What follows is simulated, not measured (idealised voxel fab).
A process module follows: voxel released beams.
The cross-section shown here is cut; it is 140 nm wide and divided into square cells measuring 5 nm on a side.
Heads up, the way a cross-section reads in here is a grid of square cells, handed over as bands from the top down, with every band being one or more rows of cells. First you get the band's top height and its bottom height, in nm, and then the materials it's made of, left to right, with each width in nm. If you see a single material with "all across", that one covers the band edge to edge. "air" is empty space. Heights are expressed relative to 0, this being the level below which the as-received wafer comprises one material exclusively. The lowest band is unbounded in the downward direction and is denoted as in "z 0 and below". It should be noted that a width expressed as "30->40" varies in equal increments from row to row of cells within the band, taking the value of the first number at the top row and that of the second number at the bottom row. Step marked "left unchanged"? Then no cell in the cross-section changed in it. Listed in "Enclosed void catalog": every empty space of 8 or more cells without an open way to the top. Form: width x height at distance, the distance being from the left edge, all in nm. Note: text after step settings on the step line = simulator remark on that step. Each step line may optionally specify "overlay nm", which for a step with a mask gives the rightward distance between the mask's planned place and where it lay, a negative value indicating the leftward direction. Note on reading: below, each pair holds a cross-section from before one process step and one from after it; the one from after shows only down to the lowest band that changed. Beneath the pair, the step in between is stated along with its settings. The pairs can stem from different runs of this module on the same starting wafer. Where a pair's entry headed "State on entry" says so, and only there, that pair continues from the pair above it.

## State on entry
- z 0 and below: Si all across
- Enclosed void catalog: none

## Resultant Cross-Section
- z 10 to 0: SiN all across
- Whatever lies below 0 is exactly as it was before.
- Enclosed void catalog: none
To go from the before cross-section above to the after cross-section, apply CONFORMAL_DEP: material SiN, thk nm 10

State on entry: taken from the pair above, after panel.

## Resultant Cross-Section
- z 20 to 10: SiO2 all across
- Whatever lies below 10 is exactly as it was before.
- Enclosed void catalog: none
To go from the before cross-section above to the after cross-section, apply DIRECTIONAL_DEP: material SiO2, thk nm 10

State on entry: taken from the pair above, after panel.

## Resultant Cross-Section
- z 20 to 10: 30 nm SiO2  35 nm air  75 nm SiO2
- Whatever lies below 10 is exactly as it was before.
- Enclosed void catalog: none
To go from the before cross-section above to the after cross-section, apply MASKED_ETCH: tone open, mask id ANCHOR, width nm 35, etch materials SiO2, depth nm 10, overlay nm 0

State on entry: taken from the pair above, after panel.

## Resultant Cross-Section
- z 35 to 25: 45 nm polySi  5 nm air  90 nm polySi
- z 25 to 20: polySi all across
- z 20 to 10: 30 nm SiO2  35 nm polySi  75 nm SiO2
- Whatever lies below 10 is exactly as it was before.
- Enclosed void catalog: none
To go from the before cross-section above to the after cross-section, apply CONFORMAL_DEP: material polySi, thk nm 15

State on entry: taken from the pair above, after panel.

## Resultant Cross-Section
- z 50 to 40: 45 nm aC  5 nm air  90 nm aC
- z 40 to 35: aC all across
- z 35 to 25: 45 nm polySi  5 nm aC  90 nm polySi
- Whatever lies below 25 is exactly as it was before.
- Enclosed void catalog: none
To go from the before cross-section above to the after cross-section, apply DIRECTIONAL_DEP: material aC, thk nm 15

State on entry: taken from the pair above, after panel.

## Resultant Cross-Section
- z 85 to 50: 25 nm air  80 nm resist  35 nm air
- z 50 to 40: 45 nm aC  5 nm resist  90 nm aC
- Whatever lies below 40 is exactly as it was before.
- Enclosed void catalog: none
To go from the before cross-section above to the after cross-section, apply PATTERN: tone cover, mask id BEAM, material resist, width nm 80, thk nm 35, overlay nm 0

State on entry: taken from the pair above, after panel.

## Resultant Cross-Section
- z 70 to 50: 25 nm air  80 nm resist  35 nm air
- z 50 to 40: 25 nm air  20 nm aC  5 nm resist  55 nm aC  35 nm air
- z 40 to 35: 25 nm air  80 nm aC  35 nm air
- Whatever lies below 35 is exactly as it was before.
- Enclosed void catalog: none
To go from the before cross-section above to the after cross-section, apply DIRECTIONAL_ETCH: etch materials aC, depth nm 15

State on entry: taken from the pair above, after panel.

## Resultant Cross-Section
- z 50 to 40: 25 nm air  20 nm aC  5 nm air  55 nm aC  35 nm air
- Whatever lies below 40 is exactly as it was before.
- Enclosed void catalog: none
To go from the before cross-section above to the after cross-section, apply STRIP: etch materials resist

State on entry: taken from the pair above, after panel.

## Resultant Cross-Section
- z 50 to 40: 25 nm air  20 nm aC  5 nm air  55 nm aC  35 nm air
- z 40 to 35: 25 nm air  80 nm aC  35 nm air
- z 35 to 25: 25 nm air  20 nm polySi  5 nm aC  55 nm polySi  35 nm air
- z 25 to 20: 25 nm air  80 nm polySi  35 nm air
- Whatever lies below 20 is exactly as it was before.
- Enclosed void catalog: none
To go from the before cross-section above to the after cross-section, apply DIRECTIONAL_ETCH: etch materials polySi, depth nm 15

State on entry: taken from the pair above, after panel.

## Resultant Cross-Section
- z 35 to 25: 25 nm air  20 nm polySi  5 nm air  55 nm polySi  35 nm air
- Whatever lies below 25 is exactly as it was before.
- Enclosed void catalog: none
To go from the before cross-section above to the after cross-section, apply STRIP: etch materials aC

State on entry: taken from the pair above, after panel.

## Resultant Cross-Section
- z 35 to 25: 25 nm air  20 nm polySi  5 nm air  55 nm polySi  35 nm air
- z 25 to 20: 25 nm air  80 nm polySi  35 nm air
- z 20 to 10: 30 nm air  35 nm polySi  75 nm air
- Whatever lies below 10 is exactly as it was before.
- Enclosed void catalog: none
To go from the before cross-section above to the after cross-section, apply STRIP: etch materials SiO2

## State on entry
- z 0 and below: Si all across
- Enclosed void catalog: none

## Resultant Cross-Section
- z 10 to 0: SiO2 all across
- Whatever lies below 0 is exactly as it was before.
- Enclosed void catalog: none
To go from the before cross-section above to the after cross-section, apply DIRECTIONAL_DEP: material SiO2, thk nm 10

State on entry: taken from the pair above, after panel.

## Resultant Cross-Section
- z 10 to 0: 30 nm SiO2  35 nm air  75 nm SiO2
- Whatever lies below 0 is exactly as it was before.
- Enclosed void catalog: none
To go from the before cross-section above to the after cross-section, apply MASKED_ETCH: tone open, mask id ANCHOR, width nm 35, etch materials SiO2, depth nm 10, overlay nm 0

State on entry: taken from the pair above, after panel.

## Resultant Cross-Section
- z 25 to 15: 45 nm polySi  5 nm air  90 nm polySi
- z 15 to 10: polySi all across
- z 10 to 0: 30 nm SiO2  35 nm polySi  75 nm SiO2
- Whatever lies below 0 is exactly as it was before.
- Enclosed void catalog: none
To go from the before cross-section above to the after cross-section, apply CONFORMAL_DEP: material polySi, thk nm 15

State on entry: taken from the pair above, after panel.

## Resultant Cross-Section
- z 40 to 30: 45 nm aC  5 nm air  90 nm aC
- z 30 to 25: aC all across
- z 25 to 15: 45 nm polySi  5 nm aC  90 nm polySi
- Whatever lies below 15 is exactly as it was before.
- Enclosed void catalog: none
To go from the before cross-section above to the after cross-section, apply DIRECTIONAL_DEP: material aC, thk nm 15

State on entry: taken from the pair above, after panel.

## Resultant Cross-Section
- z 75 to 40: 25 nm air  80 nm resist  35 nm air
- z 40 to 30: 45 nm aC  5 nm resist  90 nm aC
- Whatever lies below 30 is exactly as it was before.
- Enclosed void catalog: none
To go from the before cross-section above to the after cross-section, apply PATTERN: tone cover, mask id BEAM, material resist, width nm 80, thk nm 35, overlay nm 0

State on entry: taken from the pair above, after panel.

## Resultant Cross-Section
- z 60 to 40: 25 nm air  80 nm resist  35 nm air
- z 40 to 30: 25 nm air  20 nm aC  5 nm resist  55 nm aC  35 nm air
- z 30 to 25: 25 nm air  80 nm aC  35 nm air
- Whatever lies below 25 is exactly as it was before.
- Enclosed void catalog: none
To go from the before cross-section above to the after cross-section, apply DIRECTIONAL_ETCH: etch materials aC, depth nm 15

State on entry: taken from the pair above, after panel.

## Resultant Cross-Section
- z 40 to 30: 25 nm air  20 nm aC  5 nm air  55 nm aC  35 nm air
- Whatever lies below 30 is exactly as it was before.
- Enclosed void catalog: none
To go from the before cross-section above to the after cross-section, apply STRIP: etch materials resist

State on entry: taken from the pair above, after panel.

## Resultant Cross-Section
- z 40 to 30: 25 nm air  20 nm aC  5 nm air  55 nm aC  35 nm air
- z 30 to 25: 25 nm air  80 nm aC  35 nm air
- z 25 to 15: 25 nm air  20 nm polySi  5 nm aC  55 nm polySi  35 nm air
- z 15 to 10: 25 nm air  80 nm polySi  35 nm air
- Whatever lies below 10 is exactly as it was before.
- Enclosed void catalog: none
To go from the before cross-section above to the after cross-section, apply DIRECTIONAL_ETCH: etch materials polySi, depth nm 15

State on entry: taken from the pair above, after panel.

## Resultant Cross-Section
- z 25 to 15: 25 nm air  20 nm polySi  5 nm air  55 nm polySi  35 nm air
- Whatever lies below 15 is exactly as it was before.
- Enclosed void catalog: none
To go from the before cross-section above to the after cross-section, apply STRIP: etch materials aC

State on entry: taken from the pair above, after panel.

## Resultant Cross-Section
- z 25 to 15: 25 nm air  20 nm polySi  5 nm air  55 nm polySi  35 nm air
- z 15 to 10: 25 nm air  80 nm polySi  35 nm air
- z 10 to 0: 30 nm air  35 nm polySi  75 nm air
- Whatever lies below 0 is exactly as it was before.
- Enclosed void catalog: none
To go from the before cross-section above to the after cross-section, apply STRIP: etch materials SiO2

## State on entry
- z 35 to 25: 45 nm polySi  5 nm air  90 nm polySi
- z 25 to 20: polySi all across
- z 20 to 10: 30 nm SiO2  35 nm polySi  75 nm SiO2
- z 10 to 0: SiN all across
- z 0 and below: Si all across
- Enclosed void catalog: none

## Resultant Cross-Section
- z 50 to 20: polySi all across
- Whatever lies below 20 is exactly as it was before.
- Enclosed void catalog: none
To go from the before cross-section above to the after cross-section, apply CONFORMAL_DEP: material polySi, thk nm 15

State on entry: taken from the pair above, after panel.

## Resultant Cross-Section
- z 65 to 50: aC all across
- Whatever lies below 50 is exactly as it was before.
- Enclosed void catalog: none
To go from the before cross-section above to the after cross-section, apply DIRECTIONAL_DEP: material aC, thk nm 15

State on entry: taken from the pair above, after panel.

## Resultant Cross-Section
- z 100 to 65: 25 nm air  80 nm resist  35 nm air
- Whatever lies below 65 is exactly as it was before.
- Enclosed void catalog: none
To go from the before cross-section above to the after cross-section, apply PATTERN: tone cover, mask id BEAM, material resist, width nm 80, thk nm 35, overlay nm 0

State on entry: taken from the pair above, after panel.

## Resultant Cross-Section
- z 85 to 65: 25 nm air  80 nm resist  35 nm air
- z 65 to 50: 25 nm air  80 nm aC  35 nm air
- Whatever lies below 50 is exactly as it was before.
- Enclosed void catalog: none
To go from the before cross-section above to the after cross-section, apply DIRECTIONAL_ETCH: etch materials aC, depth nm 15

State on entry: taken from the pair above, after panel.

## Resultant Cross-Section
- z 65 to 50: 25 nm air  80 nm aC  35 nm air
- Whatever lies below 50 is exactly as it was before.
- Enclosed void catalog: none
To go from the before cross-section above to the after cross-section, apply STRIP: etch materials resist

State on entry: taken from the pair above, after panel.

## Resultant Cross-Section
- z 65 to 50: 25 nm air  80 nm aC  35 nm air
- z 50 to 35: 25 nm air  80 nm polySi  35 nm air
- Whatever lies below 35 is exactly as it was before.
- Enclosed void catalog: none
To go from the before cross-section above to the after cross-section, apply DIRECTIONAL_ETCH: etch materials polySi, depth nm 15

State on entry: taken from the pair above, after panel.

## Resultant Cross-Section
- z 50 to 35: 25 nm air  80 nm polySi  35 nm air
- Whatever lies below 35 is exactly as it was before.
- Enclosed void catalog: none
To go from the before cross-section above to the after cross-section, apply STRIP: etch materials aC

## State on entry
- z 10 to 0: SiO2 all across
- z 0 and below: Si all across
- Enclosed void catalog: none

## Resultant Cross-Section
- z 20 to 10: SiN all across
- Whatever lies below 10 is exactly as it was before.
- Enclosed void catalog: none
To go from the before cross-section above to the after cross-section, apply CONFORMAL_DEP: material SiN, thk nm 10

State on entry: taken from the pair above, after panel.

## Resultant Cross-Section
- z 35 to 20: polySi all across
- Whatever lies below 20 is exactly as it was before.
- Enclosed void catalog: none
To go from the before cross-section above to the after cross-section, apply CONFORMAL_DEP: material polySi, thk nm 15

State on entry: taken from the pair above, after panel.

## Resultant Cross-Section
- z 50 to 35: aC all across
- Whatever lies below 35 is exactly as it was before.
- Enclosed void catalog: none
To go from the before cross-section above to the after cross-section, apply DIRECTIONAL_DEP: material aC, thk nm 15

State on entry: taken from the pair above, after panel.

## Resultant Cross-Section
- z 85 to 50: 25 nm air  80 nm resist  35 nm air
- Whatever lies below 50 is exactly as it was before.
- Enclosed void catalog: none
To go from the before cross-section above to the after cross-section, apply PATTERN: tone cover, mask id BEAM, material resist, width nm 80, thk nm 35, overlay nm 0

State on entry: taken from the pair above, after panel.

## Resultant Cross-Section
- z 70 to 50: 25 nm air  80 nm resist  35 nm air
- z 50 to 35: 25 nm air  80 nm aC  35 nm air
- Whatever lies below 35 is exactly as it was before.
- Enclosed void catalog: none
To go from the before cross-section above to the after cross-section, apply DIRECTIONAL_ETCH: etch materials aC, depth nm 15

State on entry: taken from the pair above, after panel.

## Resultant Cross-Section
- z 50 to 35: 25 nm air  80 nm aC  35 nm air
- Whatever lies below 35 is exactly as it was before.
- Enclosed void catalog: none
To go from the before cross-section above to the after cross-section, apply STRIP: etch materials resist

State on entry: taken from the pair above, after panel.

## Resultant Cross-Section
- z 50 to 35: 25 nm air  80 nm aC  35 nm air
- z 35 to 20: 25 nm air  80 nm polySi  35 nm air
- Whatever lies below 20 is exactly as it was before.
- Enclosed void catalog: none
To go from the before cross-section above to the after cross-section, apply DIRECTIONAL_ETCH: etch materials polySi, depth nm 15

State on entry: taken from the pair above, after panel.

## Resultant Cross-Section
- z 35 to 20: 25 nm air  80 nm polySi  35 nm air
- Whatever lies below 20 is exactly as it was before.
- Enclosed void catalog: none
To go from the before cross-section above to the after cross-section, apply STRIP: etch materials aC

## State on entry
- z 20 to 10: 30 nm SiO2  35 nm air  75 nm SiO2
- z 10 to 0: SiN all across
- z 0 and below: Si all across
- Enclosed void catalog: none

## Resultant Cross-Section
- z 30 to 20: 40 nm polySi  15 nm air  85 nm polySi
- z 20 to 10: 30 nm SiO2  35 nm polySi  75 nm SiO2
- Whatever lies below 10 is exactly as it was before.
- Enclosed void catalog: none
To go from the before cross-section above to the after cross-section, apply CONFORMAL_DEP: material polySi, thk nm 10

State on entry: taken from the pair above, after panel.

## Resultant Cross-Section
- z 45 to 35: 40 nm aC  15 nm air  85 nm aC
- z 35 to 30: aC all across
- z 30 to 20: 40 nm polySi  15 nm aC  85 nm polySi
- Whatever lies below 20 is exactly as it was before.
- Enclosed void catalog: none
To go from the before cross-section above to the after cross-section, apply DIRECTIONAL_DEP: material aC, thk nm 15

State on entry: taken from the pair above, after panel.

## Resultant Cross-Section
- z 80 to 45: 25 nm air  80 nm resist  35 nm air
- z 45 to 35: 40 nm aC  15 nm resist  85 nm aC
- Whatever lies below 35 is exactly as it was before.
- Enclosed void catalog: none
To go from the before cross-section above to the after cross-section, apply PATTERN: tone cover, mask id BEAM, material resist, width nm 80, thk nm 35, overlay nm 0

State on entry: taken from the pair above, after panel.

## Resultant Cross-Section
- z 65 to 45: 25 nm air  80 nm resist  35 nm air
- z 45 to 35: 25 nm air  15 nm aC  15 nm resist  50 nm aC  35 nm air
- z 35 to 30: 25 nm air  80 nm aC  35 nm air
- Whatever lies below 30 is exactly as it was before.
- Enclosed void catalog: none
To go from the before cross-section above to the after cross-section, apply DIRECTIONAL_ETCH: etch materials aC, depth nm 15

State on entry: taken from the pair above, after panel.

## Resultant Cross-Section
- z 45 to 35: 25 nm air  15 nm aC  15 nm air  50 nm aC  35 nm air
- Whatever lies below 35 is exactly as it was before.
- Enclosed void catalog: none
To go from the before cross-section above to the after cross-section, apply STRIP: etch materials resist

State on entry: taken from the pair above, after panel.

## Resultant Cross-Section
- z 45 to 35: 25 nm air  15 nm aC  15 nm air  50 nm aC  35 nm air
- z 35 to 30: 25 nm air  80 nm aC  35 nm air
- z 30 to 20: 25 nm air  15 nm polySi  15 nm aC  50 nm polySi  35 nm air
- Whatever lies below 20 is exactly as it was before.
- Enclosed void catalog: none
To go from the before cross-section above to the after cross-section, apply DIRECTIONAL_ETCH: etch materials polySi, depth nm 15

State on entry: taken from the pair above, after panel.

## Resultant Cross-Section
- z 30 to 20: 25 nm air  15 nm polySi  15 nm air  50 nm polySi  35 nm air
- Whatever lies below 20 is exactly as it was before.
- Enclosed void catalog: none
To go from the before cross-section above to the after cross-section, apply STRIP: etch materials aC

State on entry: taken from the pair above, after panel.

## Resultant Cross-Section
- z 30 to 20: 25 nm air  15 nm polySi  15 nm air  50 nm polySi  35 nm air
- z 20 to 10: 30 nm air  35 nm polySi  75 nm air
- Whatever lies below 10 is exactly as it was before.
- Enclosed void catalog: none
To go from the before cross-section above to the after cross-section, apply STRIP: etch materials SiO2

## State on entry
- z 20 to 10: SiO2 all across
- z 10 to 0: SiN all across
- z 0 and below: Si all across
- Enclosed void catalog: none

## Resultant Cross-Section
- z 20 to 10: 30 nm SiO2  40 nm air  70 nm SiO2
- Whatever lies below 10 is exactly as it was before.
- Enclosed void catalog: none
To go from the before cross-section above to the after cross-section, apply MASKED_ETCH: tone open, mask id ANCHOR, width nm 40, etch materials SiO2, depth nm 10, overlay nm 0

State on entry: taken from the pair above, after panel.

## Resultant Cross-Section
- z 35 to 25: 45 nm polySi  10 nm air  85 nm polySi
- z 25 to 20: polySi all across
- z 20 to 10: 30 nm SiO2  40 nm polySi  70 nm SiO2
- Whatever lies below 10 is exactly as it was before.
- Enclosed void catalog: none
To go from the before cross-section above to the after cross-section, apply CONFORMAL_DEP: material polySi, thk nm 15

State on entry: taken from the pair above, after panel.

## Resultant Cross-Section
- z 50 to 40: 45 nm aC  10 nm air  85 nm aC
- z 40 to 35: aC all across
- z 35 to 25: 45 nm polySi  10 nm aC  85 nm polySi
- Whatever lies below 25 is exactly as it was before.
- Enclosed void catalog: none
To go from the before cross-section above to the after cross-section, apply DIRECTIONAL_DEP: material aC, thk nm 15

State on entry: taken from the pair above, after panel.

## Resultant Cross-Section
- z 85 to 50: 25 nm air  80 nm resist  35 nm air
- z 50 to 40: 45 nm aC  10 nm resist  85 nm aC
- Whatever lies below 40 is exactly as it was before.
- Enclosed void catalog: none
To go from the before cross-section above to the after cross-section, apply PATTERN: tone cover, mask id BEAM, material resist, width nm 80, thk nm 35, overlay nm 0

State on entry: taken from the pair above, after panel.

## Resultant Cross-Section
- z 70 to 50: 25 nm air  80 nm resist  35 nm air
- z 50 to 40: 25 nm air  20 nm aC  10 nm resist  50 nm aC  35 nm air
- z 40 to 35: 25 nm air  80 nm aC  35 nm air
- Whatever lies below 35 is exactly as it was before.
- Enclosed void catalog: none
To go from the before cross-section above to the after cross-section, apply DIRECTIONAL_ETCH: etch materials aC, depth nm 15

State on entry: taken from the pair above, after panel.

## Resultant Cross-Section
- z 50 to 40: 25 nm air  20 nm aC  10 nm air  50 nm aC  35 nm air
- Whatever lies below 40 is exactly as it was before.
- Enclosed void catalog: none
To go from the before cross-section above to the after cross-section, apply STRIP: etch materials resist

State on entry: taken from the pair above, after panel.

## Resultant Cross-Section
- z 50 to 40: 25 nm air  20 nm aC  10 nm air  50 nm aC  35 nm air
- z 40 to 35: 25 nm air  80 nm aC  35 nm air
- z 35 to 25: 25 nm air  20 nm polySi  10 nm aC  50 nm polySi  35 nm air
- z 25 to 20: 25 nm air  80 nm polySi  35 nm air
- Whatever lies below 20 is exactly as it was before.
- Enclosed void catalog: none
To go from the before cross-section above to the after cross-section, apply DIRECTIONAL_ETCH: etch materials polySi, depth nm 15

State on entry: taken from the pair above, after panel.

## Resultant Cross-Section
- z 35 to 25: 25 nm air  20 nm polySi  10 nm air  50 nm polySi  35 nm air
- Whatever lies below 25 is exactly as it was before.
- Enclosed void catalog: none
To go from the before cross-section above to the after cross-section, apply STRIP: etch materials aC

State on entry: taken from the pair above, after panel.

## Resultant Cross-Section
- z 35 to 25: 25 nm air  20 nm polySi  10 nm air  50 nm polySi  35 nm air
- z 25 to 20: 25 nm air  80 nm polySi  35 nm air
- z 20 to 10: 30 nm air  40 nm polySi  70 nm air
- Whatever lies below 10 is exactly as it was before.
- Enclosed void catalog: none
To go from the before cross-section above to the after cross-section, apply STRIP: etch materials SiO2

## State on entry
- z 20 to 10: SiO2 all across
- z 10 to 0: SiN all across
- z 0 and below: Si all across
- Enclosed void catalog: none

## Resultant Cross-Section
- z 20 to 10: 40 nm SiO2  35 nm air  65 nm SiO2
- Whatever lies below 10 is exactly as it was before.
- Enclosed void catalog: none
To go from the before cross-section above to the after cross-section, apply MASKED_ETCH: tone open, mask id ANCHOR, width nm 35, etch materials SiO2, depth nm 10, overlay nm 10

State on entry: taken from the pair above, after panel.

## Resultant Cross-Section
- z 35 to 25: 55 nm polySi  5 nm air  80 nm polySi
- z 25 to 20: polySi all across
- z 20 to 10: 40 nm SiO2  35 nm polySi  65 nm SiO2
- Whatever lies below 10 is exactly as it was before.
- Enclosed void catalog: none
To go from the before cross-section above to the after cross-section, apply CONFORMAL_DEP: material polySi, thk nm 15

State on entry: taken from the pair above, after panel.

## Resultant Cross-Section
- z 50 to 40: 55 nm aC  5 nm air  80 nm aC
- z 40 to 35: aC all across
- z 35 to 25: 55 nm polySi  5 nm aC  80 nm polySi
- Whatever lies below 25 is exactly as it was before.
- Enclosed void catalog: none
To go from the before cross-section above to the after cross-section, apply DIRECTIONAL_DEP: material aC, thk nm 15

State on entry: taken from the pair above, after panel.

## Resultant Cross-Section
- z 85 to 50: 25 nm air  80 nm resist  35 nm air
- z 50 to 40: 55 nm aC  5 nm resist  80 nm aC
- Whatever lies below 40 is exactly as it was before.
- Enclosed void catalog: none
To go from the before cross-section above to the after cross-section, apply PATTERN: tone cover, mask id BEAM, material resist, width nm 80, thk nm 35, overlay nm 0

State on entry: taken from the pair above, after panel.

## Resultant Cross-Section
- z 70 to 50: 25 nm air  80 nm resist  35 nm air
- z 50 to 40: 25 nm air  30 nm aC  5 nm resist  45 nm aC  35 nm air
- z 40 to 35: 25 nm air  80 nm aC  35 nm air
- Whatever lies below 35 is exactly as it was before.
- Enclosed void catalog: none
To go from the before cross-section above to the after cross-section, apply DIRECTIONAL_ETCH: etch materials aC, depth nm 15

State on entry: taken from the pair above, after panel.

## Resultant Cross-Section
- z 50 to 40: 25 nm air  30 nm aC  5 nm air  45 nm aC  35 nm air
- Whatever lies below 40 is exactly as it was before.
- Enclosed void catalog: none
To go from the before cross-section above to the after cross-section, apply STRIP: etch materials resist

State on entry: taken from the pair above, after panel.

## Resultant Cross-Section
- z 50 to 40: 25 nm air  30 nm aC  5 nm air  45 nm aC  35 nm air
- z 40 to 35: 25 nm air  80 nm aC  35 nm air
- z 35 to 25: 25 nm air  30 nm polySi  5 nm aC  45 nm polySi  35 nm air
- z 25 to 20: 25 nm air  80 nm polySi  35 nm air
- Whatever lies below 20 is exactly as it was before.
- Enclosed void catalog: none
To go from the before cross-section above to the after cross-section, apply DIRECTIONAL_ETCH: etch materials polySi, depth nm 15

State on entry: taken from the pair above, after panel.

## Resultant Cross-Section
- z 35 to 25: 25 nm air  30 nm polySi  5 nm air  45 nm polySi  35 nm air
- Whatever lies below 25 is exactly as it was before.
- Enclosed void catalog: none
To go from the before cross-section above to the after cross-section, apply STRIP: etch materials aC

State on entry: taken from the pair above, after panel.

## Resultant Cross-Section
- z 35 to 25: 25 nm air  30 nm polySi  5 nm air  45 nm polySi  35 nm air
- z 25 to 20: 25 nm air  80 nm polySi  35 nm air
- z 20 to 10: 40 nm air  35 nm polySi  65 nm air
- Whatever lies below 10 is exactly as it was before.
- Enclosed void catalog: none
To go from the before cross-section above to the after cross-section, apply STRIP: etch materials SiO2

## State on entry
- z 35 to 25: 25 nm air  20 nm polySi  5 nm air  55 nm polySi  35 nm air
- z 25 to 20: 25 nm air  80 nm polySi  35 nm air
- z 20 to 10: 30 nm SiO2  35 nm polySi  75 nm SiO2
- z 10 to 0: SiN all across
- z 0 and below: Si all across
- Enclosed void catalog: none

## Resultant Cross-Section
- z 20 to 10: 30 nm SiO2  35 nm air  75 nm SiO2
- Whatever lies below 10 is exactly as it was before.
- Enclosed void catalog: none
To go from the before cross-section above to the after cross-section, apply STRIP: etch materials polySi

## State on entry
- z 20 to 10: SiO2 all across
- z 10 to 0: SiN all across
- z 0 and below: Si all across
- Enclosed void catalog: none

## Resultant Cross-Section
- z 20 to 10: 30 nm air  35 nm SiO2  75 nm air
- Whatever lies below 10 is exactly as it was before.
- Enclosed void catalog: none
To go from the before cross-section above to the after cross-section, apply MASKED_ETCH: tone cover, mask id ANCHOR, width nm 35, etch materials SiO2, depth nm 10, overlay nm 0

State on entry: taken from the pair above, after panel.

## Resultant Cross-Section
- z 35 to 25: 15 nm air  65 nm polySi  60 nm air
- z 25 to 20: polySi all across
- z 20 to 10: 30 nm polySi  35 nm SiO2  75 nm polySi
- Whatever lies below 10 is exactly as it was before.
- Enclosed void catalog: none
To go from the before cross-section above to the after cross-section, apply CONFORMAL_DEP: material polySi, thk nm 15

State on entry: taken from the pair above, after panel.

## Resultant Cross-Section
- z 50 to 40: 15 nm air  65 nm aC  60 nm air
- z 40 to 35: aC all across
- z 35 to 25: 15 nm aC  65 nm polySi  60 nm aC
- Whatever lies below 25 is exactly as it was before.
- Enclosed void catalog: none
To go from the before cross-section above to the after cross-section, apply DIRECTIONAL_DEP: material aC, thk nm 15

State on entry: taken from the pair above, after panel.

## Resultant Cross-Section
- z 85 to 50: 25 nm air  80 nm resist  35 nm air
- z 50 to 40: 15 nm air  65 nm aC  25 nm resist  35 nm air
- Whatever lies below 40 is exactly as it was before.
- Enclosed void catalog: none
To go from the before cross-section above to the after cross-section, apply PATTERN: tone cover, mask id BEAM, material resist, width nm 80, thk nm 35, overlay nm 0

State on entry: taken from the pair above, after panel.

## Resultant Cross-Section
- z 70 to 50: 25 nm air  80 nm resist  35 nm air
- z 50 to 40: 25 nm air  55 nm aC  25 nm resist  35 nm air
- z 40 to 35: 25 nm air  80 nm aC  35 nm air
- z 35 to 25: 15 nm air  65 nm polySi  25 nm aC  35 nm air
- Whatever lies below 25 is exactly as it was before.
- Enclosed void catalog: none
To go from the before cross-section above to the after cross-section, apply DIRECTIONAL_ETCH: etch materials aC, depth nm 15

State on entry: taken from the pair above, after panel.

## Resultant Cross-Section
- z 50 to 40: 25 nm air  55 nm aC  60 nm air
- Whatever lies below 40 is exactly as it was before.
- Enclosed void catalog: none
To go from the before cross-section above to the after cross-section, apply STRIP: etch materials resist

State on entry: taken from the pair above, after panel.

## Resultant Cross-Section
- z 50 to 40: 25 nm air  55 nm aC  60 nm air
- z 40 to 35: 25 nm air  80 nm aC  35 nm air
- z 35 to 25: 25 nm air  55 nm polySi  25 nm aC  35 nm air
- z 25 to 20: 25 nm air  80 nm polySi  35 nm air
- z 20 to 10: 15 nm air  15 nm polySi  35 nm SiO2  40 nm polySi  35 nm air
- Whatever lies below 10 is exactly as it was before.
- Enclosed void catalog: none
To go from the before cross-section above to the after cross-section, apply DIRECTIONAL_ETCH: etch materials polySi, depth nm 15

State on entry: taken from the pair above, after panel.

## Resultant Cross-Section
- z 35 to 25: 25 nm air  55 nm polySi  60 nm air
- Whatever lies below 25 is exactly as it was before.
- Enclosed void catalog: none
To go from the before cross-section above to the after cross-section, apply STRIP: etch materials aC
